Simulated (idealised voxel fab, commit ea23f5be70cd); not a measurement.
process module | voxel transistor to metal
cross-section cut | 185 nm wide | cells 5 nm
A cross-section is a grid of square cells, given in bands from the top down. A band is one or more rows of cells.
Each band's line starts with the height of the band's top and of its bottom, in nm. Then come its materials from left to right, each with its width in nm. One material with "throughout" fills the band from edge to edge. "air" is empty space.
Height 0 is the level under which the wafer as received is all one material. The lowest band goes on downwards, as in "0 down".
A width such as "30 to 40" changes by the same amount from each row of cells to the next, from the band's top row to its bottom row.
"no change" after a step means that no cell of the cross-section changed.
closed voids: empty space of 8 cells or more with no open way to the top, each as width x height at its distance from the left edge, in nm
after a step's settings: what the simulator itself notes on the step
overlay nm, on a step with a mask: how far to the right of its planned place the mask lay; to the left if negative
plan
1 op RECEIVE | material Si
2 op CONFORMAL_DEP | material SiO2 | thk nm 5
3 op CONFORMAL_DEP | material SiN | thk nm 10
4 op DIRECTIONAL_DEP | material aC | thk nm 15
5 op PATTERN | tone cover | mask id ACTIVE | material resist | width nm 100 | thk nm 30 | overlay nm 0
6 op DIRECTIONAL_ETCH | etch materials aC | depth nm 15
7 op STRIP | etch materials resist
8 op DIRECTIONAL_ETCH | etch materials SiN | depth nm 10
9 op DIRECTIONAL_ETCH | etch materials SiO2 | depth nm 5
10 op DIRECTIONAL_ETCH | etch materials Si | depth nm 30
11 op STRIP | etch materials aC
12 op FILL_DEP | material SiO2 | thk nm 15
13 op CMP | height nm 15
14 op SELECTIVE_ETCH | etch materials SiO2 | depth nm 10
15 op STRIP | etch materials SiN
16 op SELECTIVE_ETCH | etch materials SiO2 | depth nm 5
17 op OXIDIZE | depth nm 5
18 op DIRECTIONAL_DEP | material polySi | thk nm 25
19 op DIRECTIONAL_DEP | material SiCN | thk nm 10
20 op DIRECTIONAL_DEP | material aC | thk nm 15
21 op PATTERN | tone cover | mask id GATE | material resist | width nm 20 | thk nm 35 | overlay nm 0
22 op DIRECTIONAL_ETCH | etch materials aC | depth nm 15
23 op STRIP | etch materials resist
24 op DIRECTIONAL_ETCH | etch materials SiCN | depth nm 20
25 op DIRECTIONAL_ETCH | etch materials polySi | depth nm 35
26 op STRIP | etch materials aC
27 op CONFORMAL_DEP | material SiN | thk nm 10
28 op DIRECTIONAL_ETCH | etch materials SiN | depth nm 10
29 op DIRECTIONAL_ETCH | etch materials SiO2 | depth nm 5
30 op DIRECTIONAL_ETCH | etch materials Si | depth nm 10
31 op EPI | material SiGe | thk nm 15
32 op FILL_DEP | material SiO2 | thk nm 5
33 op CMP | height nm 35
34 op DIRECTIONAL_DEP | material SiO2 | thk nm 10
35 op PATTERN | tone open | mask id CONTACT | material resist | width nm 30 | pitch nm 60 | thk nm 15 | overlay nm 0
36 op DIRECTIONAL_ETCH | etch materials SiO2 | depth nm 45
37 op STRIP | etch materials resist
38 op CONFORMAL_DEP | material TiN | thk nm 5
39 op FILL_DEP | material W | thk nm 10
40 op CMP | height nm 45
41 op CONFORMAL_DEP | material SiN | thk nm 5
42 op DIRECTIONAL_DEP | material SiO2 | thk nm 20
43 op MASKED_ETCH | tone open | mask id METAL_1 | width nm 15 | pitch nm 75 | etch materials SiO2 | depth nm 20 | overlay nm 0
44 op MASKED_ETCH | tone open | mask id METAL_1 | width nm 15 | pitch nm 75 | etch materials SiN | depth nm 5 | overlay nm 0
45 op CONFORMAL_DEP | material TiN | thk nm 5
46 op FILL_DEP | material Cu | thk nm 10
47 op CMP | height nm 70
48 op CONFORMAL_DEP | material SiCN | thk nm 5
49 op DIRECTIONAL_DEP | material SiO2 | thk nm 25
50 op PATTERN | tone open | mask id METAL_2 | material resist | width nm 15 | pitch nm 75 | thk nm 15 | overlay nm -15
51 op DIRECTIONAL_ETCH | etch materials SiO2 | depth nm 15
52 op STRIP | etch materials resist
53 op DIRECTIONAL_DEP | material aC | thk nm 15
54 op PATTERN | tone open | mask id METAL_2_HOLES | material resist | width nm 15 | pitch nm 75 | thk nm 35 | overlay nm 0
55 op DIRECTIONAL_ETCH | etch materials aC | depth nm 15
56 op STRIP | etch materials resist
57 op DIRECTIONAL_ETCH | etch materials SiO2 | depth nm 10
58 op DIRECTIONAL_ETCH | etch materials SiCN | depth nm 5
59 op STRIP | etch materials aC
60 op CONFORMAL_DEP | material TiN | thk nm 5
61 op FILL_DEP | material Cu | thk nm 10
62 op CMP | height nm 100
63 op CONFORMAL_DEP | material SiN | thk nm 5
varied across the wafers: overlay nm of step 50. The plan shows the first wafer's value. All wafers start alike
first wafer as received, after step 1
  0 down: Si throughout
  closed voids: none
first wafer at the end, after step 63
  105 to 100: SiN throughout
  100 to 90: SiO2 30 | TiN 5 | Cu 20 to 5 | TiN 5 to 20 | SiO2 45 | TiN 5 | Cu 20 to 5 | TiN 5 to 20 | SiO2 50
  90 to 85: SiO2 30 | TiN 15 | SiO2 60 | TiN 15 | SiO2 65
  85 to 75: SiO2 throughout
  75 to 70: SiCN throughout
  70 to 50: SiO2 45 | TiN 5 | Cu 5 | TiN 5 | SiO2 60 | TiN 5 | Cu 5 | TiN 5 | SiO2 50
  50 to 45: SiN 45 | TiN 15 | SiN 60 | TiN 15 | SiN 50
  45 to 35: SiO2 45 | TiN 5 | W 20 to 15 | TiN 5 to 10 | SiO2 30 | TiN 5 to 10 | W 20 to 15 | TiN 5 | SiO2 50
  35 to 25: SiO2 45 | TiN 5 | W 15 | TiN 5 | SiN 10 | SiCN 20 | SiN 10 | TiN 5 | W 15 | TiN 5 | SiO2 50
  25 to 15: SiO2 45 | TiN 5 | W 15 | TiN 5 | SiN 10 | polySi 20 | SiN 10 | TiN 5 | W 15 | TiN 5 | SiO2 50
  15 to 10: SiO2 45 | TiN 25 | SiN 10 | polySi 20 | SiN 10 | TiN 25 | SiO2 50
  10 to 0: SiO2 45 | TiN 10 | SiGe 15 | SiN 10 | polySi 20 | SiN 10 | SiGe 15 | TiN 10 | SiO2 50
  0 to -5: SiO2 35 | SiGe 35 | SiO2 40 | SiGe 35 | SiO2 40
  -5 to -15: SiO2 40 | SiGe 30 | Si 40 | SiGe 30 | SiO2 45
  -15 to -30: SiO2 40 | Si 100 | SiO2 45
  -30 down: Si throughout
  closed voids: none
last wafer at the end
  105 to 100: SiN throughout
  100 to 90: SiO2 45 | TiN 5 to 20 | Cu 20 to 5 | TiN 5 | SiO2 45 | TiN 5 to 20 | Cu 20 to 5 | TiN 5 | SiO2 35
  90 to 85: SiO2 60 | TiN 15 | SiO2 60 | TiN 15 | SiO2 35
  85 to 75: SiO2 throughout
  75 to 70: SiCN throughout
  70 to 50: SiO2 45 | TiN 5 | Cu 5 | TiN 5 | SiO2 60 | TiN 5 | Cu 5 | TiN 5 | SiO2 50
  50 to 45: SiN 45 | TiN 15 | SiN 60 | TiN 15 | SiN 50
  45 to 35: SiO2 45 | TiN 5 | W 20 to 15 | TiN 5 to 10 | SiO2 30 | TiN 5 to 10 | W 20 to 15 | TiN 5 | SiO2 50
  35 to 25: SiO2 45 | TiN 5 | W 15 | TiN 5 | SiN 10 | SiCN 20 | SiN 10 | TiN 5 | W 15 | TiN 5 | SiO2 50
  25 to 15: SiO2 45 | TiN 5 | W 15 | TiN 5 | SiN 10 | polySi 20 | SiN 10 | TiN 5 | W 15 | TiN 5 | SiO2 50
  15 to 10: SiO2 45 | TiN 25 | SiN 10 | polySi 20 | SiN 10 | TiN 25 | SiO2 50
  10 to 0: SiO2 45 | TiN 10 | SiGe 15 | SiN 10 | polySi 20 | SiN 10 | SiGe 15 | TiN 10 | SiO2 50
  0 to -5: SiO2 35 | SiGe 35 | SiO2 40 | SiGe 35 | SiO2 40
  -5 to -15: SiO2 40 | SiGe 30 | Si 40 | SiGe 30 | SiO2 45
  -15 to -30: SiO2 40 | Si 100 | SiO2 45
  -30 down: Si throughout
  closed voids: none
each wafer at the end: cells of each material gained (+) or lost (-) since it was received, then its closed voids
overlay nm -15 | +18 Cu | -146 Si | +45 SiCN | +50 SiGe | +96 SiN | +570 SiO2 | +86 TiN | +38 W | +20 polySi | closed voids: none
overlay nm -10 | +16 Cu | -146 Si | +43 SiCN | +50 SiGe | +96 SiN | +570 SiO2 | +90 TiN | +38 W | +20 polySi | closed voids: none
overlay nm -5 | +14 Cu | -146 Si | +41 SiCN | +50 SiGe | +96 SiN | +570 SiO2 | +94 TiN | +38 W | +20 polySi | closed voids: none
overlay nm 0 | +18 Cu | -146 Si | +39 SiCN | +50 SiGe | +96 SiN | +570 SiO2 | +92 TiN | +38 W | +20 polySi | closed voids: none
overlay nm 5 | +14 Cu | -146 Si | +41 SiCN | +50 SiGe | +96 SiN | +570 SiO2 | +94 TiN | +38 W | +20 polySi | closed voids: none
overlay nm 10 | +16 Cu | -146 Si | +43 SiCN | +50 SiGe | +96 SiN | +570 SiO2 | +90 TiN | +38 W | +20 polySi | closed voids: none
overlay nm 15 | +18 Cu | -146 Si | +45 SiCN | +50 SiGe | +96 SiN | +570 SiO2 | +86 TiN | +38 W | +20 polySi | closed voids: none
